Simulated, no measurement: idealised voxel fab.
Process module under the name voxel self aligned vias
FYI the section here is cut, 285 nm wide, cells are 5 nm squares.
Each cross-section below is a grid of square cells, stated as bands in top-down order, with one or more rows of cells making up each band. First you get the band's top height and its bottom height, in nm, and then the materials it's made of, left to right, with each width in nm. If you see a single material with "all across", that one covers the band edge to edge. "blank" is empty space. Heads up on the height convention: 0 is the point under which the incoming wafer is all one material, and the lowest band has no bottom, it just keeps going down, like "0 nm and below". Width "30->40": first value at the band's top row of cells, second value at its bottom row, equal change from row to row. A step reported as "no modification" is a step in which no cell of the cross-section changed. Listed in "Sealed internal voids": every empty space of 8 or more cells without an open way to the top. Form: width x height at distance, the distance being from the left edge, all in nm. Past the settings on a step's line: simulator remark, on that step. overlay nm, on a step with a mask: how far to the right of its planned place the mask lay; to the left if negative.

Listed below are the process steps as planned
1) RECEIVE (material Si)
2) CONFORMAL_DEP (material SiO2; thk nm 10)
3) CONFORMAL_DEP (material SiCN; thk nm 5)
4) DIRECTIONAL_DEP (material lowk; thk nm 20)
5) MASKED_ETCH (tone open; mask id LINES; width nm 25; pitch nm 55; etch materials lowk; depth nm 20; overlay nm 0)
6) CONFORMAL_DEP (material TiN; thk nm 5)
7) FILL_DEP (material Ru; thk nm 10)
8) CMP (height nm 35)
9) SELECTIVE_ETCH (etch materials W Ru TiN; depth nm 5)
10) FILL_DEP (material SiN; thk nm 10)
11) CMP (height nm 35)
12) DIRECTIONAL_DEP (material lowk; thk nm 20)
13) PATTERN (tone open; mask id VIAS; material resist; width nm 35; pitch nm 110; thk nm 20; overlay nm 0)
14) DIRECTIONAL_ETCH (etch materials lowk; depth nm 20)
15) DIRECTIONAL_ETCH (etch materials SiN; depth nm 5)
16) STRIP (etch materials resist)
17) CONFORMAL_DEP (material TiN; thk nm 5)
18) FILL_DEP (material W; thk nm 5)
19) CMP (height nm 55)
20) CONFORMAL_DEP (material SiN; thk nm 5)

as received, after step 1
    0 nm and below = Si all across
    Sealed internal voids: none

This is how the wafer looks in cross-section once the module is done, given the starting state and plan above and one mistake in carrying the plan out
    60 nm to 55 nm = SiN all across
    55 nm to 40 nm = 70 of lowk, then 5 of TiN, then 25 of W, then 5 of TiN, then 75 of lowk, then 5 of TiN, then 25 of W, then 5 of TiN, then 70 of lowk
    40 nm to 35 nm = 70 of lowk, then 10 of TiN, then 15 of W, then 10 of TiN, then 75 of lowk, then 10 of TiN, then 15 of W, then 10 of TiN, then 70 of lowk
    35 nm to 30 nm = 75 of lowk, then 25 of TiN, then 30 of lowk, then 25 of SiN, then 30 of lowk, then 25 of TiN, then 75 of lowk
    30 nm to 20 nm = 75 of lowk, then 5 of TiN, then 15 of Ru, then 5 of TiN, then 30 of lowk, then 5 of TiN, then 15 of Ru, then 5 of TiN, then 30 of lowk, then 5 of TiN, then 15 of Ru, then 5 of TiN, then 75 of lowk
    20 nm to 15 nm = 75 of lowk, then 25 of TiN, then 30 of lowk, then 25 of TiN, then 30 of lowk, then 25 of TiN, then 75 of lowk
    15 nm to 5 nm = SiO2 all across
    5 nm to 0 nm = SiCN all across
    0 nm and below = Si all across
    Sealed internal voids: none
The plan and the run diverged here: steps 2 and 3 swapped
